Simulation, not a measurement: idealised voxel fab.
Herein follows the process module entitled voxel capacitor over wiring.
It is cross-section cut that appears here, measuring 195 nm in width, its square cells being 5 nm in size.
When this document writes out a cross-section, it uses a grid of square cells and lists it as bands, beginning at the top and moving down, with a band standing for one or more rows of cells. For a band, the entry starts with two heights in nm, that of the top and then that of the bottom, and carries on with the band's materials in order from left to right, each alongside its width in nm; the word "edge to edge" beside a single material means it fills the band edge to edge, and "blank" means empty space. Height datum 0, below which the as-received substrate wafer is one material. Lowest band open at the bottom, running downward: "0 -> down". Width spec "30 to 40" -> top row of cells at first value, bottom row at second value, equal per-row change in between. The designation "no alteration", where it is given for a processing step, indicates that no cell of the cross-section was altered in the course of that step. Reported under the label "Trapped voids" are the empty spaces having no open way to the top and comprising 8 cells or more; the notation for each is width x height at distance, in which the distance is measured from the left edge and all three values are in nm. It should be noted that, on the line of a given step, the content following the step's settings is a remark produced by the simulator itself with respect to that step. You can add "overlay nm" to a step's line. For a step with a mask, it describes how far the mask lay to the right of its planned position, and a negative number describes a lay to the left.
Process steps (planned)
step 1: RECEIVE (material Si)
step 2: CONFORMAL_DEP (material SiO2; thk nm 15)
step 3: CONFORMAL_DEP (material SiN; thk nm 5)
step 4: DIRECTIONAL_DEP (material SiO2; thk nm 20)
step 5: DIRECTIONAL_DEP (material aC; thk nm 15)
step 6: PATTERN (tone open; mask id METAL_1; material resist; width nm 25; pitch nm 75; thk nm 35; overlay nm 0)
step 7: DIRECTIONAL_ETCH (etch materials aC; depth nm 15)
step 8: STRIP (etch materials resist)
step 9: DIRECTIONAL_ETCH (etch materials SiO2; depth nm 20)
step 10: DIRECTIONAL_ETCH (etch materials SiN; depth nm 5)
step 11: STRIP (etch materials aC)
step 12: CONFORMAL_DEP (material TiN; thk nm 5)
step 13: FILL_DEP (material Ru; thk nm 5)
step 14: CMP (height nm 40)
step 15: CONFORMAL_DEP (material SiCN; thk nm 5)
step 16: DIRECTIONAL_DEP (material lowk; thk nm 10)
step 17: MASKED_ETCH (tone open; mask id PLUG_1; width nm 15; etch materials lowk; depth nm 10; overlay nm 0)
step 18: MASKED_ETCH (tone open; mask id PLUG_1; width nm 15; etch materials SiCN; depth nm 5; overlay nm 0)
step 19: EPI (material Ru; thk nm 10)
step 20: EPI (material Ru; thk nm 5)
step 21: DIRECTIONAL_DEP (material TiN; thk nm 10)
step 22: DIRECTIONAL_DEP (material HfO2; thk nm 5)
step 23: DIRECTIONAL_DEP (material TiN; thk nm 10)
step 24: PATTERN (tone cover; mask id UPPER_PLATE; material resist; width nm 55; thk nm 15; overlay nm 0)
step 25: DIRECTIONAL_ETCH (etch materials TiN; depth nm 10)
step 26: DIRECTIONAL_ETCH (etch materials HfO2; depth nm 5)
step 27: STRIP (etch materials resist)
step 28: PATTERN (tone cover; mask id LOWER_PLATE; material resist; width nm 65; thk nm 15; overlay nm 0)
step 29: DIRECTIONAL_ETCH (etch materials TiN; depth nm 10)
step 30: STRIP (etch materials resist)
step 31: FILL_DEP (material SiO2; thk nm 20)
step 32: CMP (height nm 95)
step 33: PATTERN (tone open; mask id PLUG_2; material resist; width nm 15; thk nm 20; overlay nm 0)
step 34: DIRECTIONAL_ETCH (etch materials SiO2; depth nm 15)
step 35: STRIP (etch materials resist)
step 36: CONFORMAL_DEP (material TiN; thk nm 5)
step 37: FILL_DEP (material Ru; thk nm 5)
step 38: CMP (height nm 95)
step 39: CONFORMAL_DEP (material SiCN; thk nm 5)
Delivered wafer in cross-section: state after step 1
  0 -> down: Si edge to edge
  Trapped voids: none
Sectioned view, first of two wafers, at the close of the module, processed as intended in the plan
  100 -> 95: SiCN edge to edge
  95 -> 85: 65 SiO2, 5 TiN, 5 Ru, 5 TiN, 115 SiO2
  85 -> 80: 65 SiO2, 15 TiN, 115 SiO2
  80 -> 70: 55 SiO2, 55 TiN, 85 SiO2
  70 -> 65: 55 SiO2, 55 HfO2, 85 SiO2
  65 -> 55: 50 SiO2, 65 TiN, 80 SiO2
  55 -> 45: 55 lowk, 15 Ru, 125 lowk
  45 -> 40: 55 SiCN, 15 Ru, 125 SiCN
  40 -> 20: 45 SiO2, 5 TiN, 15 Ru, 5 TiN, 50 SiO2, 5 TiN, 15 Ru, 5 TiN, 50 SiO2
  20 -> 15: 45 SiN, 25 TiN, 50 SiN, 25 TiN, 50 SiN
  15 -> 0: SiO2 edge to edge
  0 -> down: Si edge to edge
  Trapped voids: none
Second wafer of the two, sectioned at the end of the module. It began like the first and followed the same plan, but one mistake was made while running it
  100 -> 95: SiCN edge to edge
  95 -> 85: 60 Ru, 5 TiN, 15 SiO2, 5 TiN, 110 Ru
  85 -> 80: 65 TiN, 15 SiO2, 115 TiN
  80 -> 70: 55 SiO2, 55 TiN, 85 SiO2
  70 -> 65: 55 SiO2, 55 HfO2, 85 SiO2
  65 -> 55: 50 SiO2, 65 TiN, 80 SiO2
  55 -> 45: 55 lowk, 15 Ru, 125 lowk
  45 -> 40: 55 SiCN, 15 Ru, 125 SiCN
  40 -> 20: 45 SiO2, 5 TiN, 15 Ru, 5 TiN, 50 SiO2, 5 TiN, 15 Ru, 5 TiN, 50 SiO2
  20 -> 15: 45 SiN, 25 TiN, 50 SiN, 25 TiN, 50 SiN
  15 -> 0: SiO2 edge to edge
  0 -> down: Si edge to edge
  Trapped voids: none
Processing error: rather than as planned, step 33 actually ran as PATTERN (tone cover; mask id PLUG_2; material resist; width nm 15; thk nm 20; overlay nm 0)
Per the end-of-run cell counts, the second wafer holds more or fewer of some materials than the first: +66 Ru; -99 SiO2; +33 TiN
